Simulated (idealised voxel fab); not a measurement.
The name of this process module is voxel ribs on slabs.
The width of the displayed cross-section, cut, is 190 nm; its cells are square, with a size of 5 nm.
The cross-sections in this document take the form of a grid made of square cells. They are written out as bands, in order from top to bottom. Each band consists of one or more rows of cells.
Quick guide to a band line: top height, bottom height (nm) up front; then every material left to right with its width in nm. Only one material and it's marked "edge to edge"? Then it fills the band edge to edge. And "air" just means empty space.
Heights are measured from 0, the level below which the as-received wafer is all one material; the lowest band has no bottom and continues downward, written as in "0 -> down".
The width entry "30..40" should be interpreted row by row: the top row of cells in the band takes the first number, the bottom row takes the second number, and the change between adjacent rows is uniform throughout.
"nothing was modified" after a step means that no cell of the cross-section changed.
In the "Sealed voids" entry, you get each enclosed empty space of 8 cells or more, one with no open way to the top, written width x height at distance, distance from the left edge, in nm.
Whatever follows a step's settings on its line is a remark the simulator itself makes about that step.
overlay nm: right-of-plan distance of the mask on a masked step; negative values mean left-of-plan.

-- Process steps - plan
- 1: RECEIVE | material Si
- 2: DIRECTIONAL_DEP | material SiO2 | thk nm 30
- 3: DIRECTIONAL_DEP | material polySi | thk nm 20
- 4: DIRECTIONAL_DEP | material aC | thk nm 10
- 5: PATTERN | tone cover | mask id RIB | material resist | width nm 30 | thk nm 30 | overlay nm 0
- 6: DIRECTIONAL_ETCH | etch materials aC | depth nm 10
- 7: STRIP | etch materials resist
- 8: DIRECTIONAL_ETCH | etch materials polySi | depth nm 5
- 9: STRIP | etch materials aC
- 10: DIRECTIONAL_DEP | material aC | thk nm 10
- 11: PATTERN | tone cover | mask id SLAB | material resist | width nm 80 | thk nm 25 | overlay nm 0
- 12: DIRECTIONAL_ETCH | etch materials aC | depth nm 10
- 13: STRIP | etch materials resist
- 14: DIRECTIONAL_ETCH | etch materials polySi | depth nm 5
- 15: STRIP | etch materials aC
- 16: FILL_DEP | material SiO2 | thk nm 30
- 17: CMP | height nm 70
- 18: DIRECTIONAL_DEP | material TiN | thk nm 5
- 19: PATTERN | tone cover | mask id HEATER | material resist | width nm 40 | thk nm 20 | overlay nm 0
- 20: DIRECTIONAL_ETCH | etch materials TiN | depth nm 5
- 21: STRIP | etch materials resist
- 22: CONFORMAL_DEP | material SiO2 | thk nm 10
For clarity, it should be stated that the wafers under discussion commence in an identical condition and differ with respect to the depth nm of step 14, the plan indicating the value that the first wafer had.

-- Here's the first of the wafers in cross-section, just as we got it, i.e. after step 1
0 -> down = Si edge to edge
Sealed voids: none

-- Cross-section, first of several wafers, end of module, after last step 22
85 -> 80 = air: 65  SiO2: 60  air: 65
80 -> 75 = SiO2 edge to edge
75 -> 70 = SiO2: 75  TiN: 40  SiO2: 75
70 -> 50 = SiO2 edge to edge
50 -> 40 = SiO2: 80..55  polySi: 30..80  SiO2: 80..55
40 -> 30 = polySi edge to edge
30 -> 0 = SiO2 edge to edge
0 -> down = Si edge to edge
Sealed voids: none

-- Last-wafer cross-section at the end of the module
85 -> 80 = air: 65  SiO2: 60  air: 65
80 -> 75 = SiO2 edge to edge
75 -> 70 = SiO2: 75  TiN: 40  SiO2: 75
70 -> 50 = SiO2 edge to edge
50 -> 45 = SiO2: 80  polySi: 30  SiO2: 80
45 -> 30 = SiO2: 55  polySi: 80  SiO2: 55
30 -> 0 = SiO2 edge to edge
0 -> down = Si edge to edge
Sealed voids: none

-- The following table contains a row per wafer, in which are reported, at the conclusion of the module, the cells of each material gained (+) or lost (-) since the wafer's receipt, with its closed voids given thereafter
depth nm 5, +514 SiO2, +8 TiN, +98 polySi, Sealed voids: none
depth nm 10, +536 SiO2, +8 TiN, +76 polySi, Sealed voids: none
depth nm 15, +558 SiO2, +8 TiN, +54 polySi, Sealed voids: none
depth nm 20, +558 SiO2, +8 TiN, +54 polySi, Sealed voids: none
depth nm 25, +558 SiO2, +8 TiN, +54 polySi, Sealed voids: none
depth nm 30, +558 SiO2, +8 TiN, +54 polySi, Sealed voids: none
